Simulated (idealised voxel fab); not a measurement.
process module | voxel tone inversion
cross-section cut | 250 nm wide | cells 5 nm
A cross-section is a grid of square cells, given in bands from the top down. A band is one or more rows of cells.
Each band's line starts with the height of the band's top and of its bottom, in nm. Then come its materials from left to right, each with its width in nm. One material with "throughout" fills the band from edge to edge. "air" is empty space.
Height 0 is the level under which the wafer as received is all one material. The lowest band goes on downwards, as in "0 down".
A width such as "30 to 40" changes by the same amount from each row of cells to the next, from the band's top row to its bottom row.
"no change" after a step means that no cell of the cross-section changed.
closed voids: empty space of 8 cells or more with no open way to the top, each as width x height at its distance from the left edge, in nm
after a step's settings: what the simulator itself notes on the step
overlay nm, on a step with a mask: how far to the right of its planned place the mask lay; to the left if negative
plan
1 op RECEIVE | material Si
2 op CONFORMAL_DEP | material SiN | thk nm 5
3 op DIRECTIONAL_DEP | material polySi | thk nm 15
4 op PATTERN | tone cover | mask id POSTS | material resist | width nm 15 | pitch nm 45 | thk nm 20 | overlay nm 0
5 op DIRECTIONAL_ETCH | etch materials polySi | depth nm 15
6 op STRIP | etch materials resist
7 op FILL_DEP | material SiO2 | thk nm 5
8 op CMP | height nm 20
9 op STRIP | etch materials polySi
10 op CONFORMAL_DEP | material TiN | thk nm 5
11 op FILL_DEP | material Ru | thk nm 10
12 op CMP | height nm 20
13 op CONFORMAL_DEP | material SiN | thk nm 5
first wafer, as planned
as received, after step 1
  0 down: Si throughout
  closed voids: none
after step 2
  5 to 0: SiN throughout
  below 0: unchanged
after step 3
  20 to 5: polySi throughout
  below 5: unchanged
after step 4
  40 to 20: air 50 | resist 15 | air 30 | resist 15 | air 30 | resist 15 | air 30 | resist 15 | air 50
  below 20: unchanged
after step 5
  40 to 20: air 50 | resist 15 | air 30 | resist 15 | air 30 | resist 15 | air 30 | resist 15 | air 50
  20 to 5: air 50 | polySi 15 | air 30 | polySi 15 | air 30 | polySi 15 | air 30 | polySi 15 | air 50
  below 5: unchanged
after step 6
  20 to 5: air 50 | polySi 15 | air 30 | polySi 15 | air 30 | polySi 15 | air 30 | polySi 15 | air 50
  below 5: unchanged
after step 7
  25 to 20: SiO2 throughout
  20 to 5: SiO2 50 | polySi 15 | SiO2 30 | polySi 15 | SiO2 30 | polySi 15 | SiO2 30 | polySi 15 | SiO2 50
  below 5: unchanged
after step 8
  20 to 5: SiO2 50 | polySi 15 | SiO2 30 | polySi 15 | SiO2 30 | polySi 15 | SiO2 30 | polySi 15 | SiO2 50
  below 5: unchanged
after step 9
  20 to 5: SiO2 50 | air 15 | SiO2 30 | air 15 | SiO2 30 | air 15 | SiO2 30 | air 15 | SiO2 50
  below 5: unchanged
after step 10
  25 to 20: TiN 55 | air 5 | TiN 40 | air 5 | TiN 40 | air 5 | TiN 40 | air 5 | TiN 55
  20 to 10: SiO2 50 | TiN 5 | air 5 | TiN 5 | SiO2 30 | TiN 5 | air 5 | TiN 5 | SiO2 30 | TiN 5 | air 5 | TiN 5 | SiO2 30 | TiN 5 | air 5 | TiN 5 | SiO2 50
  10 to 5: SiO2 50 | TiN 15 | SiO2 30 | TiN 15 | SiO2 30 | TiN 15 | SiO2 30 | TiN 15 | SiO2 50
  below 5: unchanged
after step 11
  35 to 25: Ru throughout
  25 to 20: TiN 55 | Ru 5 | TiN 40 | Ru 5 | TiN 40 | Ru 5 | TiN 40 | Ru 5 | TiN 55
  20 to 10: SiO2 50 | TiN 5 | Ru 5 | TiN 5 | SiO2 30 | TiN 5 | Ru 5 | TiN 5 | SiO2 30 | TiN 5 | Ru 5 | TiN 5 | SiO2 30 | TiN 5 | Ru 5 | TiN 5 | SiO2 50
  below 10: unchanged
after step 12
  20 to 10: SiO2 50 | TiN 5 | Ru 5 | TiN 5 | SiO2 30 | TiN 5 | Ru 5 | TiN 5 | SiO2 30 | TiN 5 | Ru 5 | TiN 5 | SiO2 30 | TiN 5 | Ru 5 | TiN 5 | SiO2 50
  below 10: unchanged
after step 13
  25 to 20: SiN throughout
  below 20: unchanged
second wafer: like start, like plan, one mistake. Through step 3 it matches the first wafer
when step 4 should have ended
  40 to 20: air 55 | resist 15 | air 30 | resist 15 | air 30 | resist 15 | air 30 | resist 15 | air 45
  below 20: unchanged
when step 5 should have ended
  40 to 20: air 55 | resist 15 | air 30 | resist 15 | air 30 | resist 15 | air 30 | resist 15 | air 45
  20 to 5: air 55 | polySi 15 | air 30 | polySi 15 | air 30 | polySi 15 | air 30 | polySi 15 | air 45
  below 5: unchanged
when step 6 should have ended
  20 to 5: air 55 | polySi 15 | air 30 | polySi 15 | air 30 | polySi 15 | air 30 | polySi 15 | air 45
  below 5: unchanged
when step 7 should have ended
  25 to 20: SiO2 throughout
  20 to 5: SiO2 55 | polySi 15 | SiO2 30 | polySi 15 | SiO2 30 | polySi 15 | SiO2 30 | polySi 15 | SiO2 45
  below 5: unchanged
when step 8 should have ended
  20 to 5: SiO2 55 | polySi 15 | SiO2 30 | polySi 15 | SiO2 30 | polySi 15 | SiO2 30 | polySi 15 | SiO2 45
  below 5: unchanged
when step 9 should have ended
  20 to 5: SiO2 55 | air 15 | SiO2 30 | air 15 | SiO2 30 | air 15 | SiO2 30 | air 15 | SiO2 45
  below 5: unchanged
when step 10 should have ended
  25 to 20: TiN 60 | air 5 | TiN 40 | air 5 | TiN 40 | air 5 | TiN 40 | air 5 | TiN 50
  20 to 10: SiO2 55 | TiN 5 | air 5 | TiN 5 | SiO2 30 | TiN 5 | air 5 | TiN 5 | SiO2 30 | TiN 5 | air 5 | TiN 5 | SiO2 30 | TiN 5 | air 5 | TiN 5 | SiO2 45
  10 to 5: SiO2 55 | TiN 15 | SiO2 30 | TiN 15 | SiO2 30 | TiN 15 | SiO2 30 | TiN 15 | SiO2 45
  below 5: unchanged
when step 11 should have ended
  35 to 25: Ru throughout
  25 to 20: TiN 60 | Ru 5 | TiN 40 | Ru 5 | TiN 40 | Ru 5 | TiN 40 | Ru 5 | TiN 50
  20 to 10: SiO2 55 | TiN 5 | Ru 5 | TiN 5 | SiO2 30 | TiN 5 | Ru 5 | TiN 5 | SiO2 30 | TiN 5 | Ru 5 | TiN 5 | SiO2 30 | TiN 5 | Ru 5 | TiN 5 | SiO2 45
  below 10: unchanged
when step 12 should have ended
  20 to 10: SiO2 55 | TiN 5 | Ru 5 | TiN 5 | SiO2 30 | TiN 5 | Ru 5 | TiN 5 | SiO2 30 | TiN 5 | Ru 5 | TiN 5 | SiO2 30 | TiN 5 | Ru 5 | TiN 5 | SiO2 45
  below 10: unchanged
when step 13 should have ended
  25 to 20: SiN throughout
  below 20: unchanged
what went wrong: step 4 ran as: op PATTERN | tone cover | mask id POSTS | material resist | width nm 15 | pitch nm 45 | thk nm 20 | overlay nm 5
at the end the second wafer has, in cells: as many of each material as the first, in other places
